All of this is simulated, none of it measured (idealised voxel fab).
Herein follows the process module entitled voxel fin reveal.
245 nm wide, 5 nm square cells: that's cross-section cut.
Cross-sections here: square-cell grids, written as top-down lists of bands, a band being one or more rows of cells. The band entry comprises the height of the band's top followed by the height of its bottom, expressed in nm, and subsequently the band's materials from left to right, each stated together with its width in nm. Where a single material is marked with the word "all across", that material fills the band from edge to edge. The word "blank" represents empty space. Measure heights from 0. That's the level where, below it, the as-received wafer is all one material. The lowest band is bottomless and extends downward; write it as in "0 -> down". Width "30->40": first value at the band's top row of cells, second value at its bottom row, equal change from row to row. "same as before" means the step left every cell of the cross-section as it was. "Sealed internal cavities" means: voids of 8 cells or more that are shut off from the top with no open way through. Written width x height at distance, distance from the left edge, in nm. after a step's settings: what the simulator itself notes on the step. overlay nm: on a step with a mask, how far right of its planned place the mask lay; negative means left.

-- These are the steps we planned for the process
step 1: RECEIVE | material Si
step 2: CONFORMAL_DEP | material SiN | thk nm 10
step 3: MASKED_ETCH | tone cover | mask id FINS | width nm 15 | pitch nm 40 | etch materials SiN | depth nm 10 | overlay nm 0
step 4: MASKED_ETCH | tone cover | mask id FINS | width nm 15 | pitch nm 40 | etch materials Si | depth nm 35 | overlay nm 0
step 5: OXIDIZE | depth nm 5
step 6: FILL_DEP | material SiO2 | thk nm 15
step 7: CMP | height nm 10
step 8: SELECTIVE_ETCH | etch materials SiO2 | depth nm 20
step 9: STRIP | etch materials SiN
step 10: CONFORMAL_DEP | material HfO2 | thk nm 5

-- First of two wafers - as planned

-- Incoming wafer, cross-sectional view, post step 1
0 -> down | Si all across
Sealed internal cavities: none

-- Take a look at the wafer's cross-section after step 2
10 -> 0 | SiN all across
All layers under 0 are left as they were.

-- Take a look at the wafer's cross-section after step 3
10 -> 0 | 55 of blank / 15 of SiN / 25 of blank / 15 of SiN / 25 of blank / 15 of SiN / 25 of blank / 15 of SiN / 55 of blank
All layers under 0 are left as they were.

-- Take a look at the wafer's cross-section after step 4
10 -> 0 | 55 of blank / 15 of SiN / 25 of blank / 15 of SiN / 25 of blank / 15 of SiN / 25 of blank / 15 of SiN / 55 of blank
0 -> -35 | 55 of blank / 15 of Si / 25 of blank / 15 of Si / 25 of blank / 15 of Si / 25 of blank / 15 of Si / 55 of blank
All layers under -35 are left as they were.

-- Take a look at the wafer's cross-section after step 5
10 -> 0 | 55 of blank / 15 of SiN / 25 of blank / 15 of SiN / 25 of blank / 15 of SiN / 25 of blank / 15 of SiN / 55 of blank
0 -> -35 | 55 of blank / 5 of SiO2 / 5 of Si / 5 of SiO2 / 25 of blank / 5 of SiO2 / 5 of Si / 5 of SiO2 / 25 of blank / 5 of SiO2 / 5 of Si / 5 of SiO2 / 25 of blank / 5 of SiO2 / 5 of Si / 5 of SiO2 / 55 of blank
-35 -> -40 | 60 of SiO2 / 5 of Si / 35 of SiO2 / 5 of Si / 35 of SiO2 / 5 of Si / 35 of SiO2 / 5 of Si / 60 of SiO2
All layers under -40 are left as they were.

-- Take a look at the wafer's cross-section after step 6
25 -> 10 | SiO2 all across
10 -> 0 | 55 of SiO2 / 15 of SiN / 25 of SiO2 / 15 of SiN / 25 of SiO2 / 15 of SiN / 25 of SiO2 / 15 of SiN / 55 of SiO2
0 -> -40 | 60 of SiO2 / 5 of Si / 35 of SiO2 / 5 of Si / 35 of SiO2 / 5 of Si / 35 of SiO2 / 5 of Si / 60 of SiO2
All layers under -40 are left as they were.

-- Take a look at the wafer's cross-section after step 7
10 -> 0 | 55 of SiO2 / 15 of SiN / 25 of SiO2 / 15 of SiN / 25 of SiO2 / 15 of SiN / 25 of SiO2 / 15 of SiN / 55 of SiO2
All layers under 0 are left as they were.

-- Take a look at the wafer's cross-section after step 8
10 -> 0 | 55 of blank / 15 of SiN / 25 of blank / 15 of SiN / 25 of blank / 15 of SiN / 25 of blank / 15 of SiN / 55 of blank
0 -> -10 | 60 of blank / 5 of Si / 35 of blank / 5 of Si / 35 of blank / 5 of Si / 35 of blank / 5 of Si / 60 of blank
All layers under -10 are left as they were.

-- Take a look at the wafer's cross-section after step 9
0 -> -10 | 60 of blank / 5 of Si / 35 of blank / 5 of Si / 35 of blank / 5 of Si / 35 of blank / 5 of Si / 60 of blank
All layers under -10 are left as they were.

-- Take a look at the wafer's cross-section after step 10
5 -> 0 | 55 of blank / 15 of HfO2 / 25 of blank / 15 of HfO2 / 25 of blank / 15 of HfO2 / 25 of blank / 15 of HfO2 / 55 of blank
0 -> -5 | 55 of blank / 5 of HfO2 / 5 of Si / 5 of HfO2 / 25 of blank / 5 of HfO2 / 5 of Si / 5 of HfO2 / 25 of blank / 5 of HfO2 / 5 of Si / 5 of HfO2 / 25 of blank / 5 of HfO2 / 5 of Si / 5 of HfO2 / 55 of blank
-5 -> -10 | 60 of HfO2 / 5 of Si / 35 of HfO2 / 5 of Si / 35 of HfO2 / 5 of Si / 35 of HfO2 / 5 of Si / 60 of HfO2
All layers under -10 are left as they were.

-- Notes, second wafer: start = first wafer's, plan = first wafer's, execution had one mistake; history identical to first through step 5

-- At the planned end of step 6, the second wafer in cross-section
25 -> 10 | HfO2 all across
10 -> 0 | 55 of HfO2 / 15 of SiN / 25 of HfO2 / 15 of SiN / 25 of HfO2 / 15 of SiN / 25 of HfO2 / 15 of SiN / 55 of HfO2
0 -> -35 | 55 of HfO2 / 5 of SiO2 / 5 of Si / 5 of SiO2 / 25 of HfO2 / 5 of SiO2 / 5 of Si / 5 of SiO2 / 25 of HfO2 / 5 of SiO2 / 5 of Si / 5 of SiO2 / 25 of HfO2 / 5 of SiO2 / 5 of Si / 5 of SiO2 / 55 of HfO2
All layers under -35 are left as they were.

-- At the planned end of step 7, the second wafer in cross-section
10 -> 0 | 55 of HfO2 / 15 of SiN / 25 of HfO2 / 15 of SiN / 25 of HfO2 / 15 of SiN / 25 of HfO2 / 15 of SiN / 55 of HfO2
All layers under 0 are left as they were.

At the planned end of step 8, the second wafer in cross-section: same as before

-- At the planned end of step 9, the second wafer in cross-section
10 -> 0 | 55 of HfO2 / 15 of blank / 25 of HfO2 / 15 of blank / 25 of HfO2 / 15 of blank / 25 of HfO2 / 15 of blank / 55 of HfO2
All layers under 0 are left as they were.

-- At the planned end of step 10, the second wafer in cross-section
15 -> 5 | 60 of HfO2 / 5 of blank / 35 of HfO2 / 5 of blank / 35 of HfO2 / 5 of blank / 35 of HfO2 / 5 of blank / 60 of HfO2
5 -> 0 | HfO2 all across
All layers under 0 are left as they were.
Here's what went sideways: step 6 changed vs plan, executed as FILL_DEP | material HfO2 | thk nm 15
It is noted that, at the conclusion of processing, the second wafer exhibits a higher or lower cell count for certain materials relative to the first: 333 more of HfO2; 169 fewer of SiO2
